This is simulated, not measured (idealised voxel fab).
Herein follows the process module entitled voxel transistor to metal.
FYI the section here is cut, 295 nm wide, cells are 5 nm squares.
Cross-sections here: square-cell grids, written as top-down lists of bands, a band being one or more rows of cells. Look at the band entry: it leads with the top's height and the bottom's height in nm. Then it lists the materials left to right, with a width in nm for each. The word "edge to edge" on a single material says that material fills the band edge to edge. The word "air" is empty space. We count height from 0. Below that, the starting wafer is all one material. The lowest band never ends at the bottom but goes on down; see "0 and below" for how that is written. When a width is written as two numbers, as in "30 to 40", the first number is the width in the top row of cells of the band and the second is the width in its bottom row, and the width changes by the same amount from each row to the next. Where the words "no modifications" appear for a step, the cross-section shows no cell changed by that step; every cell remained as before. The list in "Closed internal cavities" covers empty spaces of 8 cells or more that cannot reach the top through any open way, and it gives each as width x height at distance; the distance is from the left edge, and width, height and distance are in nm. The remark found on a step's line after its settings is issued by the simulator itself and pertains to that step. "overlay nm" answers the question of how far to the right of plan the mask lay on a step that has a mask, and when it is negative the answer is to the left.
Planned step list for the process:
1. RECEIVE [material Si]
2. OXIDIZE [depth nm 5]
3. CONFORMAL_DEP [material SiN] [thk nm 15]
4. DIRECTIONAL_DEP [material aC] [thk nm 10]
5. PATTERN [tone cover] [mask id ACTIVE] [material resist] [width nm 95] [pitch nm 125] [thk nm 30] [overlay nm 0]
6. DIRECTIONAL_ETCH [etch materials aC] [depth nm 10]
7. STRIP [etch materials resist]
8. DIRECTIONAL_ETCH [etch materials SiN] [depth nm 15]
9. DIRECTIONAL_ETCH [etch materials SiO2] [depth nm 5]
10. DIRECTIONAL_ETCH [etch materials Si] [depth nm 35]
11. STRIP [etch materials aC]
12. OXIDIZE [depth nm 5]
13. FILL_DEP [material SiO2] [thk nm 15]
14. CMP [height nm 15]
15. SELECTIVE_ETCH [etch materials SiO2] [depth nm 5]
16. STRIP [etch materials SiN]
17. SELECTIVE_ETCH [etch materials SiO2] [depth nm 5]
18. OXIDIZE [depth nm 5]
19. DIRECTIONAL_DEP [material polySi] [thk nm 30]
20. DIRECTIONAL_DEP [material SiCN] [thk nm 15]
21. MASKED_ETCH [tone cover] [mask id GATE] [width nm 15] [pitch nm 125] [etch materials SiCN] [depth nm 25] [overlay nm 0]
22. MASKED_ETCH [tone cover] [mask id GATE] [width nm 25] [pitch nm 125] [etch materials polySi] [depth nm 40] [overlay nm 0]
23. CONFORMAL_DEP [material SiN] [thk nm 5]
24. DIRECTIONAL_ETCH [etch materials SiN] [depth nm 5]
25. DIRECTIONAL_ETCH [etch materials SiO2] [depth nm 5]
26. EPI [material nSi] [thk nm 5]
27. FILL_DEP [material SiO2] [thk nm 5]
28. CMP [height nm 40]
29. DIRECTIONAL_DEP [material SiO2] [thk nm 10]
30. DIRECTIONAL_DEP [material aC] [thk nm 10]
31. PATTERN [tone open] [mask id CONTACT] [material resist] [width nm 25] [thk nm 30] [overlay nm 0]
32. DIRECTIONAL_ETCH [etch materials aC] [depth nm 10]
33. STRIP [etch materials resist]
34. DIRECTIONAL_ETCH [etch materials SiO2] [depth nm 55]
35. STRIP [etch materials aC]
36. CONFORMAL_DEP [material TiN] [thk nm 5]
37. FILL_DEP [material Ru] [thk nm 10]
38. CMP [height nm 50]
39. DIRECTIONAL_DEP [material TiN] [thk nm 5]
40. DIRECTIONAL_DEP [material W] [thk nm 15]
41. DIRECTIONAL_DEP [material aC] [thk nm 15]
42. PATTERN [tone cover] [mask id METAL_1] [material resist] [width nm 15] [thk nm 35] [overlay nm 0]
43. DIRECTIONAL_ETCH [etch materials aC] [depth nm 15]
44. STRIP [etch materials resist]
45. DIRECTIONAL_ETCH [etch materials W] [depth nm 15]
46. DIRECTIONAL_ETCH [etch materials TiN] [depth nm 5]
47. STRIP [etch materials aC]
48. FILL_DEP [material SiO2] [thk nm 5]
49. CMP [height nm 70]
50. CONFORMAL_DEP [material SiN] [thk nm 5]
The plan's step 21 width nm is the first wafer's value; the wafers differ in this setting and start identical.
The first of several wafers in cross-section, exactly as it reached us after step 1:
- 0 and below | Si edge to edge
- Closed internal cavities: none
Cross-sectional representation of the first of several wafers at the end of the module, i.e. after its terminal step, step 50:
- 75 down to 70 | SiN edge to edge
- 70 down to 55 | SiO2 (40) / W (15) / SiO2 (55) / W (15) / SiO2 (40) / W (15) / SiO2 (55) / W (15) / SiO2 (45)
- 55 down to 50 | SiO2 (40) / TiN (15) / SiO2 (55) / TiN (15) / SiO2 (40) / TiN (15) / SiO2 (55) / TiN (15) / SiO2 (45)
- 50 down to 40 | SiO2 (40) / TiN (5) / Ru (15) / TiN (5) / SiO2 (35) / TiN (5) / Ru (15) / TiN (5) / SiO2 (40) / TiN (5) / Ru (15) / TiN (5) / SiO2 (35) / TiN (5) / Ru (15) / TiN (5) / SiO2 (45)
- 40 down to 25 | SiO2 (40) / TiN (5) / Ru (15) / TiN (5) / SiO2 (5) / SiN (5) / SiCN (15) / SiN (5) / SiO2 (5) / TiN (5) / Ru (15) / TiN (5) / SiO2 (40) / TiN (5) / Ru (15) / TiN (5) / SiO2 (5) / SiN (5) / SiCN (15) / SiN (5) / SiO2 (5) / TiN (5) / Ru (15) / TiN (5) / SiO2 (45)
- 25 down to 5 | SiO2 (40) / TiN (5) / Ru (15) / TiN (5) / SiN (5) / polySi (25) / SiN (5) / TiN (5) / Ru (15) / TiN (5) / SiO2 (40) / TiN (5) / Ru (15) / TiN (5) / SiN (5) / polySi (25) / SiN (5) / TiN (5) / Ru (15) / TiN (5) / SiO2 (45)
- 5 down to 0 | SiO2 (30) / SiN (5) / SiO2 (5) / TiN (5) / Ru (15) / TiN (5) / SiN (5) / polySi (25) / SiN (5) / TiN (5) / Ru (15) / TiN (5) / SiO2 (5) / SiN (5) / SiO2 (20) / SiN (5) / SiO2 (5) / TiN (5) / Ru (15) / TiN (5) / SiN (5) / polySi (25) / SiN (5) / TiN (5) / Ru (15) / TiN (5) / SiO2 (5) / SiN (5) / SiO2 (35)
- 0 down to -5 | SiO2 (30) / SiN (5) / SiO2 (5) / TiN (25) / SiN (5) / polySi (25) / SiN (5) / TiN (25) / SiO2 (5) / SiN (5) / SiO2 (20) / SiN (5) / SiO2 (5) / TiN (25) / SiN (5) / polySi (25) / SiN (5) / TiN (25) / SiO2 (5) / SiN (5) / SiO2 (35)
- -5 down to -10 | SiO2 (35) / nSi (30) / SiO2 (35) / nSi (30) / SiO2 (30) / nSi (30) / SiO2 (35) / nSi (30) / SiO2 (40)
- -10 down to -45 | SiO2 (40) / Si (85) / SiO2 (40) / Si (85) / SiO2 (45)
- -45 and below | Si edge to edge
- Closed internal cavities: none
Cross-sectional depiction of the last of several wafers upon completion of the module:
- 75 down to 70 | SiN edge to edge
- 70 down to 55 | SiO2 (40) / W (15) / SiO2 (55) / W (15) / SiO2 (40) / W (15) / SiO2 (55) / W (15) / SiO2 (45)
- 55 down to 50 | SiO2 (40) / TiN (15) / SiO2 (55) / TiN (15) / SiO2 (40) / TiN (15) / SiO2 (55) / TiN (15) / SiO2 (45)
- 50 down to 40 | SiO2 (40) / TiN (5) / Ru (15 to 10) / TiN (5 to 10) / SiO2 (35) / TiN (5 to 15) / Ru (15 to 5) / TiN (5) / SiO2 (40) / TiN (5) / Ru (15 to 10) / TiN (5 to 10) / SiO2 (35) / TiN (5 to 15) / Ru (15 to 5) / TiN (5) / SiO2 (45)
- 40 down to 25 | SiO2 (40) / TiN (5) / Ru (10) / TiN (5) / SiN (5) / SiCN (40) / SiN (5) / TiN (5) / Ru (5) / TiN (5) / SiO2 (40) / TiN (5) / Ru (10) / TiN (5) / SiN (5) / SiCN (40) / SiN (5) / TiN (5) / Ru (5) / TiN (5) / SiO2 (45)
- 25 down to 5 | SiO2 (40) / TiN (5) / Ru (10) / TiN (5) / SiN (5) / polySi (40) / SiN (5) / TiN (5) / Ru (5) / TiN (5) / SiO2 (40) / TiN (5) / Ru (10) / TiN (5) / SiN (5) / polySi (40) / SiN (5) / TiN (5) / Ru (5) / TiN (5) / SiO2 (45)
- 5 down to 0 | SiO2 (30) / SiN (5) / SiO2 (5) / TiN (5) / Ru (10) / TiN (5) / SiN (5) / polySi (40) / SiN (5) / TiN (5) / Ru (5) / TiN (5) / SiO2 (5) / SiN (5) / SiO2 (20) / SiN (5) / SiO2 (5) / TiN (5) / Ru (10) / TiN (5) / SiN (5) / polySi (40) / SiN (5) / TiN (5) / Ru (5) / TiN (5) / SiO2 (5) / SiN (5) / SiO2 (35)
- 0 down to -5 | SiO2 (30) / SiN (5) / SiO2 (5) / TiN (20) / SiN (5) / polySi (40) / SiN (5) / TiN (15) / SiO2 (5) / SiN (5) / SiO2 (20) / SiN (5) / SiO2 (5) / TiN (20) / SiN (5) / polySi (40) / SiN (5) / TiN (15) / SiO2 (5) / SiN (5) / SiO2 (35)
- -5 down to -10 | SiO2 (35) / nSi (25) / SiO2 (50) / nSi (20) / SiO2 (30) / nSi (25) / SiO2 (50) / nSi (20) / SiO2 (40)
- -10 down to -45 | SiO2 (40) / Si (85) / SiO2 (40) / Si (85) / SiO2 (45)
- -45 and below | Si edge to edge
- Closed internal cavities: none
The table below has one row for each wafer; a row shows, as of the end of the module, how many cells of each material the wafer has gained, marked (+), or lost, marked (-), since it was received, and then the wafer's closed voids:
width nm 15, +120 Ru, -293 Si, +18 SiCN, +103 SiN, +705 SiO2, +112 TiN, +36 W, +24 nSi, +60 polySi, Closed internal cavities: none
width nm 20, +120 Ru, -293 Si, +24 SiCN, +103 SiN, +699 SiO2, +112 TiN, +36 W, +24 nSi, +60 polySi, Closed internal cavities: none
width nm 25, +120 Ru, -293 Si, +30 SiCN, +103 SiN, +693 SiO2, +112 TiN, +36 W, +24 nSi, +60 polySi, Closed internal cavities: none
width nm 30, +102 Ru, -293 Si, +36 SiCN, +103 SiN, +695 SiO2, +112 TiN, +36 W, +22 nSi, +72 polySi, Closed internal cavities: none
width nm 35, +84 Ru, -293 Si, +42 SiCN, +103 SiN, +697 SiO2, +112 TiN, +36 W, +20 nSi, +84 polySi, Closed internal cavities: none
width nm 40, +66 Ru, -293 Si, +48 SiCN, +103 SiN, +699 SiO2, +112 TiN, +36 W, +18 nSi, +96 polySi, Closed internal cavities: none
